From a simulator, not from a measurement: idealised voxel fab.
Name of the process module below: voxel self aligned vias
Shown is cross-section cut, with a width of 185 nm and square cells of size 5 nm.
Think of the cross-section as a grid of square cells. We describe it in bands, top to bottom, and each band covers one or more rows of those cells. This entry defines a band. It first specifies the height of the band's top and the height of its bottom in nm, and then specifies the band's materials from left to right, stating each material with its width in nm. The word "throughout" identifies a single material that fills the band from edge to edge, while the word "empty" identifies empty space. We count height from 0. Below that, the starting wafer is all one material. The lowest band never ends at the bottom but goes on down; see "0 and below" for how that is written. When a width is written as two numbers, as in "30..40", the first number is the width in the top row of cells of the band and the second is the width in its bottom row, and the width changes by the same amount from each row to the next. "no alterations made", as given for a step, is the statement that not any cell of the cross-section underwent a change during that step. The list in "Completely enclosed voids" covers empty spaces of 8 cells or more that cannot reach the top through any open way, and it gives each as width x height at distance; the distance is from the left edge, and width, height and distance are in nm. If you see something after the settings on a step's line, that's the simulator's own remark about that step. overlay nm: how far to the right of its planned place the mask lay on this masked step (negative: to the left).
The planned process steps are enumerated hereunder:
| 1 | RECEIVE | material Si |
| 2 | CONFORMAL_DEP | material SiO2 | thk nm 15 |
| 3 | CONFORMAL_DEP | material SiCN | thk nm 5 |
| 4 | DIRECTIONAL_DEP | material lowk | thk nm 30 |
| 5 | DIRECTIONAL_DEP | material aC | thk nm 10 |
| 6 | PATTERN | tone open | mask id LINES | material resist | width nm 25 | pitch nm 55 | thk nm 30 | overlay nm 0 |
| 7 | DIRECTIONAL_ETCH | etch materials aC | depth nm 10 |
| 8 | STRIP | etch materials resist |
| 9 | DIRECTIONAL_ETCH | etch materials lowk | depth nm 30 |
| 10 | STRIP | etch materials aC |
| 11 | CONFORMAL_DEP | material TiN | thk nm 5 |
| 12 | FILL_DEP | material Ru | thk nm 5 |
| 13 | CMP | height nm 50 |
| 14 | SELECTIVE_ETCH | etch materials W Ru TiN | depth nm 5 |
| 15 | FILL_DEP | material SiN | thk nm 10 |
| 16 | CMP | height nm 50 |
| 17 | DIRECTIONAL_DEP | material lowk | thk nm 15 |
| 18 | PATTERN | tone open | mask id VIAS | material resist | width nm 35 | pitch nm 55 | thk nm 15 | overlay nm 0 |
| 19 | DIRECTIONAL_ETCH | etch materials lowk | depth nm 15 |
| 20 | DIRECTIONAL_ETCH | etch materials SiN | depth nm 5 |
| 21 | STRIP | etch materials resist |
| 22 | CONFORMAL_DEP | material TiN | thk nm 5 |
| 23 | FILL_DEP | material W | thk nm 10 |
| 24 | CMP | height nm 65 |
| 25 | CONFORMAL_DEP | material SiCN | thk nm 5 |
Wafer at receipt (post step 1), cross-section:
	0 and below | Si throughout
	Completely enclosed voids: none
First of two wafers: cross-section at end of module, run per plan:
	70 down to 65 | SiCN throughout
	65 down to 55 | lowk 20, TiN 5, W 25, TiN 5, lowk 20, TiN 5, W 25, TiN 5, lowk 20, TiN 5, W 25, TiN 5, lowk 20
	55 down to 50 | lowk 20, TiN 10, W 15, TiN 10, lowk 20, TiN 10, W 15, TiN 10, lowk 20, TiN 10, W 15, TiN 10, lowk 20
	50 down to 45 | lowk 25, TiN 25, lowk 30, TiN 25, lowk 30, TiN 25, lowk 25
	45 down to 25 | lowk 25, TiN 5, Ru 15, TiN 5, lowk 30, TiN 5, Ru 15, TiN 5, lowk 30, TiN 5, Ru 15, TiN 5, lowk 25
	25 down to 20 | lowk 25, TiN 25, lowk 30, TiN 25, lowk 30, TiN 25, lowk 25
	20 down to 15 | SiCN throughout
	15 down to 0 | SiO2 throughout
	0 and below | Si throughout
	Completely enclosed voids: none
Module end: cross-section of wafer two of two. Same start and process plan as the first wafer. One mistake during execution:
	70 down to 65 | SiCN throughout
	65 down to 55 | lowk 20, TiN 5, W 25, TiN 5, lowk 20, TiN 5, W 25, TiN 5, lowk 20, TiN 5, W 25, TiN 5, lowk 20
	55 down to 50 | lowk 20, TiN 10, W 15, TiN 10, lowk 20, TiN 10, W 15, TiN 10, lowk 20, TiN 10, W 15, TiN 10, lowk 20
	50 down to 45 | lowk 25, TiN 25, lowk 30, TiN 25, lowk 30, TiN 25, lowk 25
	45 down to 40 | lowk 25, TiN 5, Ru 15, TiN 5, lowk 30, TiN 5, Ru 15, TiN 5, lowk 30, TiN 5, Ru 15, TiN 5, lowk 25
	40 down to 35 | lowk 25, TiN 25, lowk 30, TiN 25, lowk 30, TiN 25, lowk 25
	35 down to 30 | SiCN throughout
	30 down to 0 | SiO2 throughout
	0 and below | Si throughout
	Completely enclosed voids: none
So what did we get wrong on this run? twice, step 2 of the plan was run
Final tally in cells, some materials are higher or lower on the second wafer than on the first: Ru -27 | SiO2 +111 | TiN -18 | lowk -66
